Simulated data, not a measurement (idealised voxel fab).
The name of this process module is voxel lift off.
Section shown: cut. Width: 250 nm. Cell size: 5 nm, square.
In this document a cross-section is written as a grid of square cells. It is given as a series of bands, listed from the top down, and a band is one or more rows of cells. Per band: top height and bottom height in nm, followed by the left-to-right materials and their widths in nm; "full width" marks a single material spanning edge to edge, "air" marks empty space. Ref level 0: as-received wafer is one material below here. Bottom band extends down with no lower bound ("0..down"). The width entry "30->40" should be interpreted row by row: the top row of cells in the band takes the first number, the bottom row takes the second number, and the change between adjacent rows is uniform throughout. Take "no modification" at face value: in the step it is given for, the cross-section changed in none of its cells. "Sealed internal cavities" enumerates empty spaces isolated from the top, with no open way to it, that contain at least 8 cells, giving each as width x height at distance from the left edge, all three in nm. That trailing text on a step's line, after the settings, is the simulator's own remark on the step. overlay nm: mask offset rightward from planned place, masked step; negative means leftward offset. Read each pair as before and after one process step. The after cross-section shows only down to the lowest band that changed. The step between them and its settings are given below the pair. Pairs can come from different runs of this module on the same starting wafer. A pair continues from the pair above only where its "Cross-section, before" entry says so.
Cross-section, before
- 0..down  Si full width
- Sealed internal cavities: none
Cross-Section Thereafter
- 10..0  Al2O3 full width
- Under 0: no change, same as before.
- Sealed internal cavities: none
What was done to get from the before section above to the after section? CONFORMAL_DEP,material Al2O3,thk nm 10
Cross-section, before: see the after view in the pair directly above.
Cross-Section Thereafter
- 30..10  100 of resist, then 15 of air, then 20 of resist, then 15 of air, then 100 of resist
- Under 10: no change, same as before.
- Sealed internal cavities: none
What was done to get from the before section above to the after section? PATTERN,tone open,mask id LINES,material resist,width nm 15,pitch nm 35,thk nm 20,overlay nm 0
Cross-section, before: see the after view in the pair directly above.
Cross-Section Thereafter
- 40..30  100 of Ru, then 15 of air, then 20 of Ru, then 15 of air, then 100 of Ru
- 30..20  100 of resist, then 15 of air, then 20 of resist, then 15 of air, then 100 of resist
- 20..10  100 of resist, then 15 of Ru, then 20 of resist, then 15 of Ru, then 100 of resist
- Under 10: no change, same as before.
- Sealed internal cavities: none
What was done to get from the before section above to the after section? DIRECTIONAL_DEP,material Ru,thk nm 10
Cross-section, before: see the after view in the pair directly above.
Cross-Section Thereafter
- 20..10  100 of air, then 15 of Ru, then 20 of air, then 15 of Ru, then 100 of air
- Under 10: no change, same as before.
- Sealed internal cavities: none
What was done to get from the before section above to the after section? STRIP,etch materials resist
Cross-section, before: see the after view in the pair directly above.
Cross-Section Thereafter
- 25..20  95 of air, then 25 of SiN, then 10 of air, then 25 of SiN, then 95 of air
- 20..15  95 of air, then 5 of SiN, then 15 of Ru, then 5 of SiN, then 10 of air, then 5 of SiN, then 15 of Ru, then 5 of SiN, then 95 of air
- 15..10  100 of SiN, then 15 of Ru, then 20 of SiN, then 15 of Ru, then 100 of SiN
- Under 10: no change, same as before.
- Sealed internal cavities: none
What was done to get from the before section above to the after section? CONFORMAL_DEP,material SiN,thk nm 5
Cross-section, before
- 0..down  Si full width
- Sealed internal cavities: none
Cross-Section Thereafter
- 20..0  100 of resist, then 15 of air, then 20 of resist, then 15 of air, then 100 of resist
- Under 0: no change, same as before.
- Sealed internal cavities: none
What was done to get from the before section above to the after section? PATTERN,tone open,mask id LINES,material resist,width nm 15,pitch nm 35,thk nm 20,overlay nm 0
Cross-section, before: see the after view in the pair directly above.
Cross-Section Thereafter
- 30..20  100 of Ru, then 15 of air, then 20 of Ru, then 15 of air, then 100 of Ru
- 20..10  100 of resist, then 15 of air, then 20 of resist, then 15 of air, then 100 of resist
- 10..0  100 of resist, then 15 of Ru, then 20 of resist, then 15 of Ru, then 100 of resist
- Under 0: no change, same as before.
- Sealed internal cavities: none
What was done to get from the before section above to the after section? DIRECTIONAL_DEP,material Ru,thk nm 10
Cross-section, before: see the after view in the pair directly above.
Cross-Section Thereafter
- 10..0  100 of air, then 15 of Ru, then 20 of air, then 15 of Ru, then 100 of air
- Under 0: no change, same as before.
- Sealed internal cavities: none
What was done to get from the before section above to the after section? STRIP,etch materials resist
Cross-section, before: see the after view in the pair directly above.
Cross-Section Thereafter
- 15..10  95 of air, then 25 of SiN, then 10 of air, then 25 of SiN, then 95 of air
- 10..5  95 of air, then 5 of SiN, then 15 of Ru, then 5 of SiN, then 10 of air, then 5 of SiN, then 15 of Ru, then 5 of SiN, then 95 of air
- 5..0  100 of SiN, then 15 of Ru, then 20 of SiN, then 15 of Ru, then 100 of SiN
- Under 0: no change, same as before.
- Sealed internal cavities: none
What was done to get from the before section above to the after section? CONFORMAL_DEP,material SiN,thk nm 5
Cross-section, before
- 20..10  100 of air, then 15 of Ru, then 20 of air, then 15 of Ru, then 100 of air
- 10..0  Al2O3 full width
- 0..down  Si full width
- Sealed internal cavities: none
Cross-Section Thereafter
- 35..25  85 of air, then 80 of SiN, then 85 of air
- 25..20  SiN full width
- 20..10  100 of SiN, then 15 of Ru, then 20 of SiN, then 15 of Ru, then 100 of SiN
- Under 10: no change, same as before.
- Sealed internal cavities: none
What was done to get from the before section above to the after section? CONFORMAL_DEP,material SiN,thk nm 15
Cross-section, before
- 10..0  Al2O3 full width
- 0..down  Si full width
- Sealed internal cavities: none
Cross-Section Thereafter
- 30..10  100 of resist, then 20 of air, then 15 of resist, then 20 of air, then 95 of resist
- Under 10: no change, same as before.
- Sealed internal cavities: none
What was done to get from the before section above to the after section? PATTERN,tone open,mask id LINES,material resist,width nm 20,pitch nm 35,thk nm 20,overlay nm 0
Cross-section, before: see the after view in the pair directly above.
Cross-Section Thereafter
- 40..30  100 of Ru, then 20 of air, then 15 of Ru, then 20 of air, then 95 of Ru
- 30..20  100 of resist, then 20 of air, then 15 of resist, then 20 of air, then 95 of resist
- 20..10  100 of resist, then 20 of Ru, then 15 of resist, then 20 of Ru, then 95 of resist
- Under 10: no change, same as before.
- Sealed internal cavities: none
What was done to get from the before section above to the after section? DIRECTIONAL_DEP,material Ru,thk nm 10
Cross-section, before: see the after view in the pair directly above.
Cross-Section Thereafter
- 20..10  100 of air, then 20 of Ru, then 15 of air, then 20 of Ru, then 95 of air
- Under 10: no change, same as before.
- Sealed internal cavities: none
What was done to get from the before section above to the after section? STRIP,etch materials resist
Cross-section, before: see the after view in the pair directly above.
Cross-Section Thereafter
- 25..20  95 of air, then 30 of SiN, then 5 of air, then 30 of SiN, then 90 of air
- 20..15  95 of air, then 5 of SiN, then 20 of Ru, then 5 of SiN, then 5 of air, then 5 of SiN, then 20 of Ru, then 5 of SiN, then 90 of air
- 15..10  100 of SiN, then 20 of Ru, then 15 of SiN, then 20 of Ru, then 95 of SiN
- Under 10: no change, same as before.
- Sealed internal cavities: none
What was done to get from the before section above to the after section? CONFORMAL_DEP,material SiN,thk nm 5
Cross-section, before
- 10..0  Al2O3 full width
- 0..down  Si full width
- Sealed internal cavities: none
Cross-Section Thereafter
- 30..10  95 of resist, then 15 of air, then 20 of resist, then 15 of air, then 105 of resist
- Under 10: no change, same as before.
- Sealed internal cavities: none
What was done to get from the before section above to the after section? PATTERN,tone open,mask id LINES,material resist,width nm 15,pitch nm 35,thk nm 20,overlay nm -5
Cross-section, before: see the after view in the pair directly above.
Cross-Section Thereafter
- 40..30  95 of Ru, then 15 of air, then 20 of Ru, then 15 of air, then 105 of Ru
- 30..20  95 of resist, then 15 of air, then 20 of resist, then 15 of air, then 105 of resist
- 20..10  95 of resist, then 15 of Ru, then 20 of resist, then 15 of Ru, then 105 of resist
- Under 10: no change, same as before.
- Sealed internal cavities: none
What was done to get from the before section above to the after section? DIRECTIONAL_DEP,material Ru,thk nm 10
Cross-section, before: see the after view in the pair directly above.
Cross-Section Thereafter
- 20..10  95 of air, then 15 of Ru, then 20 of air, then 15 of Ru, then 105 of air
- Under 10: no change, same as before.
- Sealed internal cavities: none
What was done to get from the before section above to the after section? STRIP,etch materials resist
Cross-section, before: see the after view in the pair directly above.
Cross-Section Thereafter
- 25..20  90 of air, then 25 of SiN, then 10 of air, then 25 of SiN, then 100 of air
- 20..15  90 of air, then 5 of SiN, then 15 of Ru, then 5 of SiN, then 10 of air, then 5 of SiN, then 15 of Ru, then 5 of SiN, then 100 of air
- 15..10  95 of SiN, then 15 of Ru, then 20 of SiN, then 15 of Ru, then 105 of SiN
- Under 10: no change, same as before.
- Sealed internal cavities: none
What was done to get from the before section above to the after section? CONFORMAL_DEP,material SiN,thk nm 5
Cross-section, before
- 0..down  Si full width
- Sealed internal cavities: none
Cross-Section Thereafter
- 10..0  SiN full width
- Under 0: no change, same as before.
- Sealed internal cavities: none
What was done to get from the before section above to the after section? CONFORMAL_DEP,material SiN,thk nm 10
Cross-section, before: see the after view in the pair directly above.
Cross-Section Thereafter
- 30..10  100 of resist, then 15 of air, then 20 of resist, then 15 of air, then 100 of resist
- Under 10: no change, same as before.
- Sealed internal cavities: none
What was done to get from the before section above to the after section? PATTERN,tone open,mask id LINES,material resist,width nm 15,pitch nm 35,thk nm 20,overlay nm 0
Cross-section, before: see the after view in the pair directly above.
Cross-Section Thereafter
- 40..30  100 of Ru, then 15 of air, then 20 of Ru, then 15 of air, then 100 of Ru
- 30..20  100 of resist, then 15 of air, then 20 of resist, then 15 of air, then 100 of resist
- 20..10  100 of resist, then 15 of Ru, then 20 of resist, then 15 of Ru, then 100 of resist
- Under 10: no change, same as before.
- Sealed internal cavities: none
What was done to get from the before section above to the after section? DIRECTIONAL_DEP,material Ru,thk nm 10
Cross-section, before: see the after view in the pair directly above.
Cross-Section Thereafter
- 20..10  100 of air, then 15 of Ru, then 20 of air, then 15 of Ru, then 100 of air
- Under 10: no change, same as before.
- Sealed internal cavities: none
What was done to get from the before section above to the after section? STRIP,etch materials resist
Cross-section, before: see the after view in the pair directly above.
Cross-Section Thereafter
- 25..20  95 of air, then 25 of SiN, then 10 of air, then 25 of SiN, then 95 of air
- 20..15  95 of air, then 5 of SiN, then 15 of Ru, then 5 of SiN, then 10 of air, then 5 of SiN, then 15 of Ru, then 5 of SiN, then 95 of air
- 15..10  100 of SiN, then 15 of Ru, then 20 of SiN, then 15 of Ru, then 100 of SiN
- Under 10: no change, same as before.
- Sealed internal cavities: none
What was done to get from the before section above to the after section? CONFORMAL_DEP,material SiN,thk nm 5
Cross-section, before
- 10..0  Al2O3 full width
- 0..down  Si full width
- Sealed internal cavities: none
Cross-Section Thereafter
- 30..10  100 of air, then 15 of resist, then 20 of air, then 15 of resist, then 100 of air
- Under 10: no change, same as before.
- Sealed internal cavities: none
What was done to get from the before section above to the after section? PATTERN,tone cover,mask id LINES,material resist,width nm 15,pitch nm 35,thk nm 20,overlay nm 0
Cross-section, before: see the after view in the pair directly above.
Cross-Section Thereafter
- 40..30  100 of air, then 15 of Ru, then 20 of air, then 15 of Ru, then 100 of air
- 30..20  100 of air, then 15 of resist, then 20 of air, then 15 of resist, then 100 of air
- 20..10  100 of Ru, then 15 of resist, then 20 of Ru, then 15 of resist, then 100 of Ru
- Under 10: no change, same as before.
- Sealed internal cavities: none
What was done to get from the before section above to the after section? DIRECTIONAL_DEP,material Ru,thk nm 10
Cross-section, before: see the after view in the pair directly above.
Cross-Section Thereafter
- 20..10  100 of Ru, then 15 of air, then 20 of Ru, then 15 of air, then 100 of Ru
- Under 10: no change, same as before.
- Sealed internal cavities: none
What was done to get from the before section above to the after section? STRIP,etch materials resist
Cross-section, before: see the after view in the pair directly above.
Cross-Section Thereafter
- 25..20  105 of SiN, then 5 of air, then 30 of SiN, then 5 of air, then 105 of SiN
- 20..15  100 of Ru, then 5 of SiN, then 5 of air, then 5 of SiN, then 20 of Ru, then 5 of SiN, then 5 of air, then 5 of SiN, then 100 of Ru
- 15..10  100 of Ru, then 15 of SiN, then 20 of Ru, then 15 of SiN, then 100 of Ru
- Under 10: no change, same as before.
- Sealed internal cavities: none
What was done to get from the before section above to the after section? CONFORMAL_DEP,material SiN,thk nm 5
